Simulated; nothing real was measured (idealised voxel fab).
voxel self aligned contacts: a process module
Displayed cross-section: cut, width of 180 nm, square cells sized 5 nm.
A cross-section is a grid of square cells, given in bands from the top down. A band is one or more rows of cells. Each band's line starts with the height of the band's top and of its bottom, in nm. Then come its materials from left to right, each with its width in nm. One material with "full width" fills the band from edge to edge. "air" is empty space. Heights are reckoned from 0. Under this level, the received wafer is all of one material. The bottommost band is open-ended downward, for example "0 -> down". Graded width ("30 to 40"): value in top row of band = first number; value in bottom row = second number; row-to-row change constant. The cross-section has no changed cell in any step marked "stayed the same". Entry "Enclosed internal cavities" = empty spaces >= 8 cells with no open way to the top; each as width x height at distance, distance from left edge, all nm. Whatever follows a step's settings on its line is a remark the simulator itself makes about that step. The "overlay nm" setting may appear on a step's line; for a step that uses a mask, it gives how far to the right of its planned position the mask lay, and a negative value indicates the left.
Set out below are the planned steps of the process:
1) RECEIVE (material Si)
2) OXIDIZE (depth nm 5)
3) DIRECTIONAL_DEP (material polySi; thk nm 30)
4) DIRECTIONAL_DEP (material SiN; thk nm 20)
5) MASKED_ETCH (tone cover; mask id GATE; width nm 25; pitch nm 55; etch materials SiN; depth nm 20; overlay nm 0)
6) MASKED_ETCH (tone cover; mask id GATE; width nm 25; pitch nm 55; etch materials polySi; depth nm 30; overlay nm 0)
7) CONFORMAL_DEP (material SiN; thk nm 5)
8) DIRECTIONAL_ETCH (etch materials SiN; depth nm 5)
9) FILL_DEP (material SiO2; thk nm 20)
10) CMP (height nm 60)
11) MASKED_ETCH (tone open; mask id CONTACT; width nm 40; pitch nm 55; etch materials SiO2; depth nm 65; overlay nm 0)
12) CONFORMAL_DEP (material TiN; thk nm 5)
13) FILL_DEP (material Ru; thk nm 5)
14) CMP (height nm 60)
15) CONFORMAL_DEP (material SiCN; thk nm 5)
Wafer, first of two, run as planned:
Cross-section, incoming material, after step 1:
> 0 -> down: Si full width
> Enclosed internal cavities: none
The wafer, seen in cross-section, after step 2:
> 0 -> -5: SiO2 full width
> Everything below -5 is unchanged.
The wafer, seen in cross-section, after step 3:
> 30 -> 0: polySi full width
> Everything below 0 is unchanged.
The wafer, seen in cross-section, after step 4:
> 50 -> 30: SiN full width
> Everything below 30 is unchanged.
The wafer, seen in cross-section, after step 5:
> 50 -> 30: 20 of air; 25 of SiN; 30 of air; 25 of SiN; 30 of air; 25 of SiN; 25 of air
> Everything below 30 is unchanged.
The wafer, seen in cross-section, after step 6:
> 50 -> 30: 20 of air; 25 of SiN; 30 of air; 25 of SiN; 30 of air; 25 of SiN; 25 of air
> 30 -> 0: 20 of air; 25 of polySi; 30 of air; 25 of polySi; 30 of air; 25 of polySi; 25 of air
> Everything below 0 is unchanged.
The wafer, seen in cross-section, after step 7:
> 55 -> 30: 15 of air; 35 of SiN; 20 of air; 35 of SiN; 20 of air; 35 of SiN; 20 of air
> 30 -> 5: 15 of air; 5 of SiN; 25 of polySi; 5 of SiN; 20 of air; 5 of SiN; 25 of polySi; 5 of SiN; 20 of air; 5 of SiN; 25 of polySi; 5 of SiN; 20 of air
> 5 -> 0: 20 of SiN; 25 of polySi; 30 of SiN; 25 of polySi; 30 of SiN; 25 of polySi; 25 of SiN
> Everything below 0 is unchanged.
The wafer, seen in cross-section, after step 8:
> 50 -> 30: 15 of air; 35 of SiN; 20 of air; 35 of SiN; 20 of air; 35 of SiN; 20 of air
> 30 -> 0: 15 of air; 5 of SiN; 25 of polySi; 5 of SiN; 20 of air; 5 of SiN; 25 of polySi; 5 of SiN; 20 of air; 5 of SiN; 25 of polySi; 5 of SiN; 20 of air
> Everything below 0 is unchanged.
The wafer, seen in cross-section, after step 9:
> 70 -> 50: SiO2 full width
> 50 -> 30: 15 of SiO2; 35 of SiN; 20 of SiO2; 35 of SiN; 20 of SiO2; 35 of SiN; 20 of SiO2
> 30 -> 0: 15 of SiO2; 5 of SiN; 25 of polySi; 5 of SiN; 20 of SiO2; 5 of SiN; 25 of polySi; 5 of SiN; 20 of SiO2; 5 of SiN; 25 of polySi; 5 of SiN; 20 of SiO2
> Everything below 0 is unchanged.
The wafer, seen in cross-section, after step 10:
> 60 -> 50: SiO2 full width
> Everything below 50 is unchanged.
The wafer, seen in cross-section, after step 11:
> 60 -> 50: 40 of SiO2; 40 of air; 15 of SiO2; 40 of air; 45 of SiO2
> 50 -> 30: 15 of SiO2; 35 of SiN; 20 of air; 35 of SiN; 20 of air; 35 of SiN; 20 of SiO2
> 30 -> 0: 15 of SiO2; 5 of SiN; 25 of polySi; 5 of SiN; 20 of air; 5 of SiN; 25 of polySi; 5 of SiN; 20 of air; 5 of SiN; 25 of polySi; 5 of SiN; 20 of SiO2
> 0 -> -5: 50 of SiO2; 20 of air; 35 of SiO2; 20 of air; 55 of SiO2
> Everything below -5 is unchanged.
The wafer, seen in cross-section, after step 12:
> 65 -> 60: 45 of TiN; 30 of air; 25 of TiN; 30 of air; 50 of TiN
> 60 -> 50: 40 of SiO2; 5 to 15 of TiN; 30 to 10 of air; 5 to 15 of TiN; 15 of SiO2; 5 to 15 of TiN; 30 to 10 of air; 5 to 15 of TiN; 45 of SiO2
> 50 -> 30: 15 of SiO2; 35 of SiN; 5 of TiN; 10 of air; 5 of TiN; 35 of SiN; 5 of TiN; 10 of air; 5 of TiN; 35 of SiN; 20 of SiO2
> 30 -> 0: 15 of SiO2; 5 of SiN; 25 of polySi; 5 of SiN; 5 of TiN; 10 of air; 5 of TiN; 5 of SiN; 25 of polySi; 5 of SiN; 5 of TiN; 10 of air; 5 of TiN; 5 of SiN; 25 of polySi; 5 of SiN; 20 of SiO2
> 0 -> -5: 50 of SiO2; 20 of TiN; 35 of SiO2; 20 of TiN; 55 of SiO2
> Everything below -5 is unchanged.
The wafer, seen in cross-section, after step 13:
> 70 -> 65: Ru full width
> 65 -> 60: 45 of TiN; 30 of Ru; 25 of TiN; 30 of Ru; 50 of TiN
> 60 -> 50: 40 of SiO2; 5 to 15 of TiN; 30 to 10 of Ru; 5 to 15 of TiN; 15 of SiO2; 5 to 15 of TiN; 30 to 10 of Ru; 5 to 15 of TiN; 45 of SiO2
> 50 -> 30: 15 of SiO2; 35 of SiN; 5 of TiN; 10 of Ru; 5 of TiN; 35 of SiN; 5 of TiN; 10 of Ru; 5 of TiN; 35 of SiN; 20 of SiO2
> 30 -> 0: 15 of SiO2; 5 of SiN; 25 of polySi; 5 of SiN; 5 of TiN; 10 of Ru; 5 of TiN; 5 of SiN; 25 of polySi; 5 of SiN; 5 of TiN; 10 of Ru; 5 of TiN; 5 of SiN; 25 of polySi; 5 of SiN; 20 of SiO2
> Everything below 0 is unchanged.
The wafer, seen in cross-section, after step 14:
> 60 -> 50: 40 of SiO2; 5 to 15 of TiN; 30 to 10 of Ru; 5 to 15 of TiN; 15 of SiO2; 5 to 15 of TiN; 30 to 10 of Ru; 5 to 15 of TiN; 45 of SiO2
> Everything below 50 is unchanged.
The wafer, seen in cross-section, after step 15:
> 65 -> 60: SiCN full width
> Everything below 60 is unchanged.
The second wafer: identical to the first at the outset and in its planned sequence, differing only in that one mistake was made during processing; up to and including step 2, its path is the first wafer's path:
Here is the second wafer in cross-section at the point where step 3 of the plan should have been done:
> 30 -> 0: TiN full width
> Everything below 0 is unchanged.
Here is the second wafer in cross-section at the point where step 4 of the plan should have been done:
> 50 -> 30: SiN full width
> Everything below 30 is unchanged.
Here is the second wafer in cross-section at the point where step 5 of the plan should have been done:
> 50 -> 30: 20 of air; 25 of SiN; 30 of air; 25 of SiN; 30 of air; 25 of SiN; 25 of air
> Everything below 30 is unchanged.
Here is the second wafer in cross-section at the point where step 6 of the plan should have been done: stayed the same
Here is the second wafer in cross-section at the point where step 7 of the plan should have been done:
> 55 -> 35: 15 of air; 35 of SiN; 20 of air; 35 of SiN; 20 of air; 35 of SiN; 20 of air
> 35 -> 30: SiN full width
> Everything below 30 is unchanged.
Here is the second wafer in cross-section at the point where step 8 of the plan should have been done:
> 50 -> 30: 15 of air; 35 of SiN; 20 of air; 35 of SiN; 20 of air; 35 of SiN; 20 of air
> Everything below 30 is unchanged.
Here is the second wafer in cross-section at the point where step 9 of the plan should have been done:
> 70 -> 50: SiO2 full width
> 50 -> 30: 15 of SiO2; 35 of SiN; 20 of SiO2; 35 of SiN; 20 of SiO2; 35 of SiN; 20 of SiO2
> Everything below 30 is unchanged.
Here is the second wafer in cross-section at the point where step 10 of the plan should have been done:
> 60 -> 50: SiO2 full width
> Everything below 50 is unchanged.
Here is the second wafer in cross-section at the point where step 11 of the plan should have been done:
> 60 -> 50: 40 of SiO2; 40 of air; 15 of SiO2; 40 of air; 45 of SiO2
> 50 -> 30: 15 of SiO2; 35 of SiN; 20 of air; 35 of SiN; 20 of air; 35 of SiN; 20 of SiO2
> Everything below 30 is unchanged.
Here is the second wafer in cross-section at the point where step 12 of the plan should have been done:
> 65 -> 60: 45 of TiN; 30 of air; 25 of TiN; 30 of air; 50 of TiN
> 60 -> 50: 40 of SiO2; 5 to 15 of TiN; 30 to 10 of air; 5 to 15 of TiN; 15 of SiO2; 5 to 15 of TiN; 30 to 10 of air; 5 to 15 of TiN; 45 of SiO2
> 50 -> 35: 15 of SiO2; 35 of SiN; 5 of TiN; 10 of air; 5 of TiN; 35 of SiN; 5 of TiN; 10 of air; 5 of TiN; 35 of SiN; 20 of SiO2
> 35 -> 30: 15 of SiO2; 35 of SiN; 20 of TiN; 35 of SiN; 20 of TiN; 35 of SiN; 20 of SiO2
> Everything below 30 is unchanged.
Here is the second wafer in cross-section at the point where step 13 of the plan should have been done:
> 70 -> 65: Ru full width
> 65 -> 60: 45 of TiN; 30 of Ru; 25 of TiN; 30 of Ru; 50 of TiN
> 60 -> 50: 40 of SiO2; 5 to 15 of TiN; 30 to 10 of Ru; 5 to 15 of TiN; 15 of SiO2; 5 to 15 of TiN; 30 to 10 of Ru; 5 to 15 of TiN; 45 of SiO2
> 50 -> 35: 15 of SiO2; 35 of SiN; 5 of TiN; 10 of Ru; 5 of TiN; 35 of SiN; 5 of TiN; 10 of Ru; 5 of TiN; 35 of SiN; 20 of SiO2
> Everything below 35 is unchanged.
Here is the second wafer in cross-section at the point where step 14 of the plan should have been done:
> 60 -> 50: 40 of SiO2; 5 to 15 of TiN; 30 to 10 of Ru; 5 to 15 of TiN; 15 of SiO2; 5 to 15 of TiN; 30 to 10 of Ru; 5 to 15 of TiN; 45 of SiO2
> Everything below 50 is unchanged.
Here is the second wafer in cross-section at the point where step 15 of the plan should have been done:
> 65 -> 60: SiCN full width
> Everything below 60 is unchanged.
Diagnosis: in deviation from the planned setting, step 3 was conducted as DIRECTIONAL_DEP (material TiN; thk nm 30)
Final wafer comparison in cells, second versus first, more or fewer per material: -28 Ru, -36 SiN, -34 SiO2, +188 TiN, -90 polySi
